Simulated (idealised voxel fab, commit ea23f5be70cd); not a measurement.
process module | voxel self aligned contacts
cross-section cut | 235 nm wide | cells 5 nm
A cross-section is a grid of square cells, given in bands from the top down. A band is one or more rows of cells.
Each band's line starts with the height of the band's top and of its bottom, in nm. Then come its materials from left to right, each with its width in nm. One material with "throughout" fills the band from edge to edge. "air" is empty space.
Height 0 is the level under which the wafer as received is all one material. The lowest band goes on downwards, as in "0 down".
A width such as "30 to 40" changes by the same amount from each row of cells to the next, from the band's top row to its bottom row.
"no change" after a step means that no cell of the cross-section changed.
closed voids: empty space of 8 cells or more with no open way to the top, each as width x height at its distance from the left edge, in nm
after a step's settings: what the simulator itself notes on the step
overlay nm, on a step with a mask: how far to the right of its planned place the mask lay; to the left if negative
Each pair below shows a cross-section before one step and the cross-section after it, down to the lowest band that changed. The line under each pair gives the step between them, with its settings. The pairs can come from different runs of this module on the same starting wafer, so a pair continues from the pair above only where its "before" says so.
before
  55 to 45: SiO2 55 | air 55 | SiO2 20 | air 55 | SiO2 50
  45 to 25: SiO2 15 | SiN 55 | air 20 | SiN 55 | air 20 | SiN 55 | SiO2 15
  25 to 5: SiO2 15 | SiN 10 | polySi 35 | SiN 10 | air 20 | SiN 10 | polySi 35 | SiN 10 | air 20 | SiN 10 | polySi 35 | SiN 10 | SiO2 15
  5 to 0: SiO2 70 | air 20 | SiO2 55 | air 20 | SiO2 70
  0 down: Si throughout
  closed voids: none
after
  60 to 55: TiN 60 | air 45 | TiN 30 | air 45 | TiN 55
  55 to 45: SiO2 55 | TiN 5 to 20 | air 45 to 10 | TiN 5 to 25 | SiO2 20 | TiN 5 to 20 | air 45 to 10 | TiN 5 to 25 | SiO2 50
  45 to 25: SiO2 15 | SiN 55 | TiN 5 | air 10 | TiN 5 | SiN 55 | TiN 5 | air 10 | TiN 5 | SiN 55 | SiO2 15
  25 to 5: SiO2 15 | SiN 10 | polySi 35 | SiN 10 | TiN 5 | air 10 | TiN 5 | SiN 10 | polySi 35 | SiN 10 | TiN 5 | air 10 | TiN 5 | SiN 10 | polySi 35 | SiN 10 | SiO2 15
  5 to 0: SiO2 70 | TiN 20 | SiO2 55 | TiN 20 | SiO2 70
  below 0: unchanged
  closed voids: none
the step between: op CONFORMAL_DEP | material TiN | thk nm 5
before: the cross-section after the pair above
after
  65 to 60: W throughout
  60 to 55: TiN 60 | W 45 | TiN 30 | W 45 | TiN 55
  55 to 45: SiO2 55 | TiN 5 to 20 | W 45 to 10 | TiN 5 to 25 | SiO2 20 | TiN 5 to 20 | W 45 to 10 | TiN 5 to 25 | SiO2 50
  45 to 25: SiO2 15 | SiN 55 | TiN 5 | W 10 | TiN 5 | SiN 55 | TiN 5 | W 10 | TiN 5 | SiN 55 | SiO2 15
  25 to 5: SiO2 15 | SiN 10 | polySi 35 | SiN 10 | TiN 5 | W 10 | TiN 5 | SiN 10 | polySi 35 | SiN 10 | TiN 5 | W 10 | TiN 5 | SiN 10 | polySi 35 | SiN 10 | SiO2 15
  below 5: unchanged
  closed voids: none
the step between: op FILL_DEP | material W | thk nm 5
before: the cross-section after the pair above
after
  55 to 45: SiO2 55 | TiN 5 to 20 | W 45 to 10 | TiN 5 to 25 | SiO2 20 | TiN 5 to 20 | W 45 to 10 | TiN 5 to 25 | SiO2 50
  below 45: unchanged
  closed voids: none
the step between: op CMP | height nm 55
before: the cross-section after the pair above
after
  60 to 55: SiN throughout
  below 55: unchanged
  closed voids: none
the step between: op CONFORMAL_DEP | material SiN | thk nm 5
before
  55 to 45: aC throughout
  45 to 25: SiN throughout
  25 to 5: polySi throughout
  5 to 0: SiO2 throughout
  0 down: Si throughout
  closed voids: none
after
  80 to 55: air 15 | resist 35 | air 40 | resist 35 | air 40 | resist 35 | air 35
  below 55: unchanged
  closed voids: none
the step between: op PATTERN | tone cover | mask id GATE | material resist | width nm 35 | pitch nm 75 | thk nm 25 | overlay nm -10
before: the cross-section after the pair above
after
  70 to 55: air 15 | resist 35 | air 40 | resist 35 | air 40 | resist 35 | air 35
  55 to 45: air 15 | aC 35 | air 40 | aC 35 | air 40 | aC 35 | air 35
  below 45: unchanged
  closed voids: none
the step between: op DIRECTIONAL_ETCH | etch materials aC | depth nm 10
before: the cross-section after the pair above
after
  55 to 45: air 15 | aC 35 | air 40 | aC 35 | air 40 | aC 35 | air 35
  below 45: unchanged
  closed voids: none
the step between: op STRIP | etch materials resist
before: the cross-section after the pair above
after
  55 to 45: air 15 | aC 35 | air 40 | aC 35 | air 40 | aC 35 | air 35
  45 to 25: air 15 | SiN 35 | air 40 | SiN 35 | air 40 | SiN 35 | air 35
  below 25: unchanged
  closed voids: none
the step between: op DIRECTIONAL_ETCH | etch materials SiN | depth nm 20
before: the cross-section after the pair above
after
  55 to 45: air 15 | aC 35 | air 40 | aC 35 | air 40 | aC 35 | air 35
  45 to 25: air 15 | SiN 35 | air 40 | SiN 35 | air 40 | SiN 35 | air 35
  25 to 5: air 15 | polySi 35 | air 40 | polySi 35 | air 40 | polySi 35 | air 35
  below 5: unchanged
  closed voids: none
the step between: op DIRECTIONAL_ETCH | etch materials polySi | depth nm 20
before: the cross-section after the pair above
after
  45 to 25: air 15 | SiN 35 | air 40 | SiN 35 | air 40 | SiN 35 | air 35
  below 25: unchanged
  closed voids: none
the step between: op STRIP | etch materials aC
before: the cross-section after the pair above
after
  55 to 25: air 5 | SiN 55 | air 20 | SiN 55 | air 20 | SiN 55 | air 25
  25 to 15: air 5 | SiN 10 | polySi 35 | SiN 10 | air 20 | SiN 10 | polySi 35 | SiN 10 | air 20 | SiN 10 | polySi 35 | SiN 10 | air 25
  15 to 5: SiN 15 | polySi 35 | SiN 40 | polySi 35 | SiN 40 | polySi 35 | SiN 35
  below 5: unchanged
  closed voids: none
the step between: op CONFORMAL_DEP | material SiN | thk nm 10
before: the cross-section after the pair above
after
  45 to 25: air 5 | SiN 55 | air 20 | SiN 55 | air 20 | SiN 55 | air 25
  25 to 5: air 5 | SiN 10 | polySi 35 | SiN 10 | air 20 | SiN 10 | polySi 35 | SiN 10 | air 20 | SiN 10 | polySi 35 | SiN 10 | air 25
  below 5: unchanged
  closed voids: none
the step between: op DIRECTIONAL_ETCH | etch materials SiN | depth nm 10
before: the cross-section after the pair above
after
  65 to 45: SiO2 throughout
  45 to 25: SiO2 5 | SiN 55 | SiO2 20 | SiN 55 | SiO2 20 | SiN 55 | SiO2 25
  25 to 5: SiO2 5 | SiN 10 | polySi 35 | SiN 10 | SiO2 20 | SiN 10 | polySi 35 | SiN 10 | SiO2 20 | SiN 10 | polySi 35 | SiN 10 | SiO2 25
  below 5: unchanged
  closed voids: none
the step between: op FILL_DEP | material SiO2 | thk nm 20
before: the cross-section after the pair above
after
  55 to 45: SiO2 throughout
  below 45: unchanged
  closed voids: none
the step between: op CMP | height nm 55
before: the cross-section after the pair above
after
  70 to 55: resist 50 | air 60 | resist 15 | air 60 | resist 50
  below 55: unchanged
  closed voids: none
the step between: op PATTERN | tone open | mask id CONTACT | material resist | width nm 60 | pitch nm 75 | thk nm 15 | overlay nm 0
before: the cross-section after the pair above
after
  70 to 55: resist 50 | air 60 | resist 15 | air 60 | resist 50
  55 to 45: SiO2 50 | air 60 | SiO2 15 | air 60 | SiO2 50
  45 to 25: SiO2 5 | SiN 55 | air 20 | SiN 55 | air 20 | SiN 55 | SiO2 25
  25 to 5: SiO2 5 | SiN 10 | polySi 35 | SiN 10 | air 20 | SiN 10 | polySi 35 | SiN 10 | air 20 | SiN 10 | polySi 35 | SiN 10 | SiO2 25
  5 to 0: SiO2 60 | air 20 | SiO2 55 | air 20 | SiO2 80
  below 0: unchanged
  closed voids: none
the step between: op DIRECTIONAL_ETCH | etch materials SiO2 | depth nm 55
before: the cross-section after the pair above
after
  55 to 45: SiO2 50 | air 60 | SiO2 15 | air 60 | SiO2 50
  below 45: unchanged
  closed voids: none
the step between: op STRIP | etch materials resist
before: the cross-section after the pair above
after
  60 to 55: TiN 55 | air 50 | TiN 25 | air 50 | TiN 55
  55 to 45: SiO2 50 | TiN 5 to 15 | air 50 to 10 | TiN 5 to 35 | SiO2 15 | TiN 5 to 15 | air 50 to 10 | TiN 5 to 35 | SiO2 50
  45 to 25: SiO2 5 | SiN 55 | TiN 5 | air 10 | TiN 5 | SiN 55 | TiN 5 | air 10 | TiN 5 | SiN 55 | SiO2 25
  25 to 5: SiO2 5 | SiN 10 | polySi 35 | SiN 10 | TiN 5 | air 10 | TiN 5 | SiN 10 | polySi 35 | SiN 10 | TiN 5 | air 10 | TiN 5 | SiN 10 | polySi 35 | SiN 10 | SiO2 25
  5 to 0: SiO2 60 | TiN 20 | SiO2 55 | TiN 20 | SiO2 80
  below 0: unchanged
  closed voids: none
the step between: op CONFORMAL_DEP | material TiN | thk nm 5
before: the cross-section after the pair above
after
  65 to 60: W throughout
  60 to 55: TiN 55 | W 50 | TiN 25 | W 50 | TiN 55
  55 to 45: SiO2 50 | TiN 5 to 15 | W 50 to 10 | TiN 5 to 35 | SiO2 15 | TiN 5 to 15 | W 50 to 10 | TiN 5 to 35 | SiO2 50
  45 to 25: SiO2 5 | SiN 55 | TiN 5 | W 10 | TiN 5 | SiN 55 | TiN 5 | W 10 | TiN 5 | SiN 55 | SiO2 25
  25 to 5: SiO2 5 | SiN 10 | polySi 35 | SiN 10 | TiN 5 | W 10 | TiN 5 | SiN 10 | polySi 35 | SiN 10 | TiN 5 | W 10 | TiN 5 | SiN 10 | polySi 35 | SiN 10 | SiO2 25
  below 5: unchanged
  closed voids: none
the step between: op FILL_DEP | material W | thk nm 5
before: the cross-section after the pair above
after
  55 to 45: SiO2 50 | TiN 5 to 15 | W 50 to 10 | TiN 5 to 35 | SiO2 15 | TiN 5 to 15 | W 50 to 10 | TiN 5 to 35 | SiO2 50
  below 45: unchanged
  closed voids: none
the step between: op CMP | height nm 55
before: the cross-section after the pair above
after
  60 to 55: SiN throughout
  below 55: unchanged
  closed voids: none
the step between: op CONFORMAL_DEP | material SiN | thk nm 5
before
  0 down: Si throughout
  closed voids: none
after
  5 to 0: W throughout
  below 0: unchanged
  closed voids: none
the step between: op CONFORMAL_DEP | material W | thk nm 5
before: the cross-section after the pair above
after
  25 to 5: polySi throughout
  below 5: unchanged
  closed voids: none
the step between: op DIRECTIONAL_DEP | material polySi | thk nm 20
before: the cross-section after the pair above
after
  45 to 25: SiN throughout
  below 25: unchanged
  closed voids: none
the step between: op DIRECTIONAL_DEP | material SiN | thk nm 20
before: the cross-section after the pair above
after
  55 to 45: aC throughout
  below 45: unchanged
  closed voids: none
the step between: op DIRECTIONAL_DEP | material aC | thk nm 10
before: the cross-section after the pair above
after
  80 to 55: air 25 | resist 35 | air 40 | resist 35 | air 40 | resist 35 | air 25
  below 55: unchanged
  closed voids: none
the step between: op PATTERN | tone cover | mask id GATE | material resist | width nm 35 | pitch nm 75 | thk nm 25 | overlay nm 0
before: the cross-section after the pair above
after
  70 to 55: air 25 | resist 35 | air 40 | resist 35 | air 40 | resist 35 | air 25
  55 to 45: air 25 | aC 35 | air 40 | aC 35 | air 40 | aC 35 | air 25
  below 45: unchanged
  closed voids: none
the step between: op DIRECTIONAL_ETCH | etch materials aC | depth nm 10
before: the cross-section after the pair above
after
  55 to 45: air 25 | aC 35 | air 40 | aC 35 | air 40 | aC 35 | air 25
  below 45: unchanged
  closed voids: none
the step between: op STRIP | etch materials resist
before: the cross-section after the pair above
after
  55 to 45: air 25 | aC 35 | air 40 | aC 35 | air 40 | aC 35 | air 25
  45 to 25: air 25 | SiN 35 | air 40 | SiN 35 | air 40 | SiN 35 | air 25
  below 25: unchanged
  closed voids: none
the step between: op DIRECTIONAL_ETCH | etch materials SiN | depth nm 20
before: the cross-section after the pair above
after
  55 to 45: air 25 | aC 35 | air 40 | aC 35 | air 40 | aC 35 | air 25
  45 to 25: air 25 | SiN 35 | air 40 | SiN 35 | air 40 | SiN 35 | air 25
  25 to 5: air 25 | polySi 35 | air 40 | polySi 35 | air 40 | polySi 35 | air 25
  below 5: unchanged
  closed voids: none
the step between: op DIRECTIONAL_ETCH | etch materials polySi | depth nm 20
before: the cross-section after the pair above
after
  45 to 25: air 25 | SiN 35 | air 40 | SiN 35 | air 40 | SiN 35 | air 25
  below 25: unchanged
  closed voids: none
the step between: op STRIP | etch materials aC
before: the cross-section after the pair above
after
  55 to 25: air 15 | SiN 55 | air 20 | SiN 55 | air 20 | SiN 55 | air 15
  25 to 15: air 15 | SiN 10 | polySi 35 | SiN 10 | air 20 | SiN 10 | polySi 35 | SiN 10 | air 20 | SiN 10 | polySi 35 | SiN 10 | air 15
  15 to 5: SiN 25 | polySi 35 | SiN 40 | polySi 35 | SiN 40 | polySi 35 | SiN 25
  below 5: unchanged
  closed voids: none
the step between: op CONFORMAL_DEP | material SiN | thk nm 10
before: the cross-section after the pair above
after
  45 to 25: air 15 | SiN 55 | air 20 | SiN 55 | air 20 | SiN 55 | air 15
  25 to 5: air 15 | SiN 10 | polySi 35 | SiN 10 | air 20 | SiN 10 | polySi 35 | SiN 10 | air 20 | SiN 10 | polySi 35 | SiN 10 | air 15
  below 5: unchanged
  closed voids: none
the step between: op DIRECTIONAL_ETCH | etch materials SiN | depth nm 10
before: the cross-section after the pair above
after
  65 to 45: SiO2 throughout
  45 to 25: SiO2 15 | SiN 55 | SiO2 20 | SiN 55 | SiO2 20 | SiN 55 | SiO2 15
  25 to 5: SiO2 15 | SiN 10 | polySi 35 | SiN 10 | SiO2 20 | SiN 10 | polySi 35 | SiN 10 | SiO2 20 | SiN 10 | polySi 35 | SiN 10 | SiO2 15
  below 5: unchanged
  closed voids: none
the step between: op FILL_DEP | material SiO2 | thk nm 20
before: the cross-section after the pair above
after
  55 to 45: SiO2 throughout
  below 45: unchanged
  closed voids: none
the step between: op CMP | height nm 55
before: the cross-section after the pair above
after
  70 to 55: resist 50 | air 60 | resist 15 | air 60 | resist 50
  below 55: unchanged
  closed voids: none
the step between: op PATTERN | tone open | mask id CONTACT | material resist | width nm 60 | pitch nm 75 | thk nm 15 | overlay nm 0
before: the cross-section after the pair above
after
  70 to 55: resist 50 | air 60 | resist 15 | air 60 | resist 50
  55 to 45: SiO2 50 | air 60 | SiO2 15 | air 60 | SiO2 50
  45 to 25: SiO2 15 | SiN 55 | air 20 | SiN 55 | air 20 | SiN 55 | SiO2 15
  25 to 5: SiO2 15 | SiN 10 | polySi 35 | SiN 10 | air 20 | SiN 10 | polySi 35 | SiN 10 | air 20 | SiN 10 | polySi 35 | SiN 10 | SiO2 15
  below 5: unchanged
  closed voids: none
the step between: op DIRECTIONAL_ETCH | etch materials SiO2 | depth nm 55
before: the cross-section after the pair above
after
  55 to 45: SiO2 50 | air 60 | SiO2 15 | air 60 | SiO2 50
  below 45: unchanged
  closed voids: none
the step between: op STRIP | etch materials resist
before: the cross-section after the pair above
after
  60 to 55: TiN 55 | air 50 | TiN 25 | air 50 | TiN 55
  55 to 45: SiO2 50 | TiN 5 to 25 | air 50 to 10 | TiN 5 to 25 | SiO2 15 | TiN 5 to 25 | air 50 to 10 | TiN 5 to 25 | SiO2 50
  45 to 25: SiO2 15 | SiN 55 | TiN 5 | air 10 | TiN 5 | SiN 55 | TiN 5 | air 10 | TiN 5 | SiN 55 | SiO2 15
  25 to 10: SiO2 15 | SiN 10 | polySi 35 | SiN 10 | TiN 5 | air 10 | TiN 5 | SiN 10 | polySi 35 | SiN 10 | TiN 5 | air 10 | TiN 5 | SiN 10 | polySi 35 | SiN 10 | SiO2 15
  10 to 5: SiO2 15 | SiN 10 | polySi 35 | SiN 10 | TiN 20 | SiN 10 | polySi 35 | SiN 10 | TiN 20 | SiN 10 | polySi 35 | SiN 10 | SiO2 15
  below 5: unchanged
  closed voids: none
the step between: op CONFORMAL_DEP | material TiN | thk nm 5
before: the cross-section after the pair above
after
  65 to 60: W throughout
  60 to 55: TiN 55 | W 50 | TiN 25 | W 50 | TiN 55
  55 to 45: SiO2 50 | TiN 5 to 25 | W 50 to 10 | TiN 5 to 25 | SiO2 15 | TiN 5 to 25 | W 50 to 10 | TiN 5 to 25 | SiO2 50
  45 to 25: SiO2 15 | SiN 55 | TiN 5 | W 10 | TiN 5 | SiN 55 | TiN 5 | W 10 | TiN 5 | SiN 55 | SiO2 15
  25 to 10: SiO2 15 | SiN 10 | polySi 35 | SiN 10 | TiN 5 | W 10 | TiN 5 | SiN 10 | polySi 35 | SiN 10 | TiN 5 | W 10 | TiN 5 | SiN 10 | polySi 35 | SiN 10 | SiO2 15
  below 10: unchanged
  closed voids: none
the step between: op FILL_DEP | material W | thk nm 5
before: the cross-section after the pair above
after
  55 to 45: SiO2 50 | TiN 5 to 25 | W 50 to 10 | TiN 5 to 25 | SiO2 15 | TiN 5 to 25 | W 50 to 10 | TiN 5 to 25 | SiO2 50
  below 45: unchanged
  closed voids: none
the step between: op CMP | height nm 55
before: the cross-section after the pair above
after
  60 to 55: SiN throughout
  below 55: unchanged
  closed voids: none
the step between: op CONFORMAL_DEP | material SiN | thk nm 5
before
  55 to 45: SiO2 throughout
  45 to 25: SiO2 15 | SiN 55 | SiO2 20 | SiN 55 | SiO2 20 | SiN 55 | SiO2 15
  25 to 5: SiO2 15 | SiN 10 | polySi 35 | SiN 10 | SiO2 20 | SiN 10 | polySi 35 | SiN 10 | SiO2 20 | SiN 10 | polySi 35 | SiN 10 | SiO2 15
  5 to 0: SiO2 throughout
  0 down: Si throughout
  closed voids: none
after
  70 to 55: air 50 | resist 60 | air 15 | resist 60 | air 50
  below 55: unchanged
  closed voids: none
the step between: op PATTERN | tone cover | mask id CONTACT | material resist | width nm 60 | pitch nm 75 | thk nm 15 | overlay nm 0
before: the cross-section after the pair above
after
  70 to 55: air 50 | resist 60 | air 15 | resist 60 | air 50
  55 to 45: air 50 | SiO2 60 | air 15 | SiO2 60 | air 50
  45 to 25: air 15 | SiN 55 | SiO2 20 | SiN 55 | SiO2 20 | SiN 55 | air 15
  25 to 5: air 15 | SiN 10 | polySi 35 | SiN 10 | SiO2 20 | SiN 10 | polySi 35 | SiN 10 | SiO2 20 | SiN 10 | polySi 35 | SiN 10 | air 15
  5 to 0: air 15 | SiO2 205 | air 15
  below 0: unchanged
  closed voids: none
the step between: op DIRECTIONAL_ETCH | etch materials SiO2 | depth nm 55
before: the cross-section after the pair above
after
  55 to 45: air 50 | SiO2 60 | air 15 | SiO2 60 | air 50
  below 45: unchanged
  closed voids: none
the step between: op STRIP | etch materials resist
before: the cross-section after the pair above
after
  60 to 55: air 45 | TiN 70 | air 5 | TiN 70 | air 45
  55 to 50: air 45 | TiN 5 | SiO2 60 | TiN 5 | air 5 | TiN 5 | SiO2 60 | TiN 5 | air 45
  50 to 45: air 10 | TiN 40 | SiO2 60 | TiN 15 | SiO2 60 | TiN 40 | air 10
  45 to 25: air 10 | TiN 5 | SiN 55 | SiO2 20 | SiN 55 | SiO2 20 | SiN 55 | TiN 5 | air 10
  25 to 5: air 10 | TiN 5 | SiN 10 | polySi 35 | SiN 10 | SiO2 20 | SiN 10 | polySi 35 | SiN 10 | SiO2 20 | SiN 10 | polySi 35 | SiN 10 | TiN 5 | air 10
  5 to 0: TiN 15 | SiO2 205 | TiN 15
  below 0: unchanged
  closed voids: none
the step between: op CONFORMAL_DEP | material TiN | thk nm 5
before: the cross-section after the pair above
after
  65 to 60: W throughout
  60 to 55: W 45 | TiN 70 | W 5 | TiN 70 | W 45
  55 to 50: W 45 | TiN 5 | SiO2 60 | TiN 5 | W 5 | TiN 5 | SiO2 60 | TiN 5 | W 45
  50 to 45: W 10 | TiN 40 | SiO2 60 | TiN 15 | SiO2 60 | TiN 40 | W 10
  45 to 25: W 10 | TiN 5 | SiN 55 | SiO2 20 | SiN 55 | SiO2 20 | SiN 55 | TiN 5 | W 10
  25 to 5: W 10 | TiN 5 | SiN 10 | polySi 35 | SiN 10 | SiO2 20 | SiN 10 | polySi 35 | SiN 10 | SiO2 20 | SiN 10 | polySi 35 | SiN 10 | TiN 5 | W 10
  below 5: unchanged
  closed voids: none
the step between: op FILL_DEP | material W | thk nm 5
before: the cross-section after the pair above
after
  55 to 50: W 45 | TiN 5 | SiO2 60 | TiN 5 | W 5 | TiN 5 | SiO2 60 | TiN 5 | W 45
  below 50: unchanged
  closed voids: none
the step between: op CMP | height nm 55
before: the cross-section after the pair above
after
  60 to 55: SiN throughout
  below 55: unchanged
  closed voids: none
the step between: op CONFORMAL_DEP | material SiN | thk nm 5
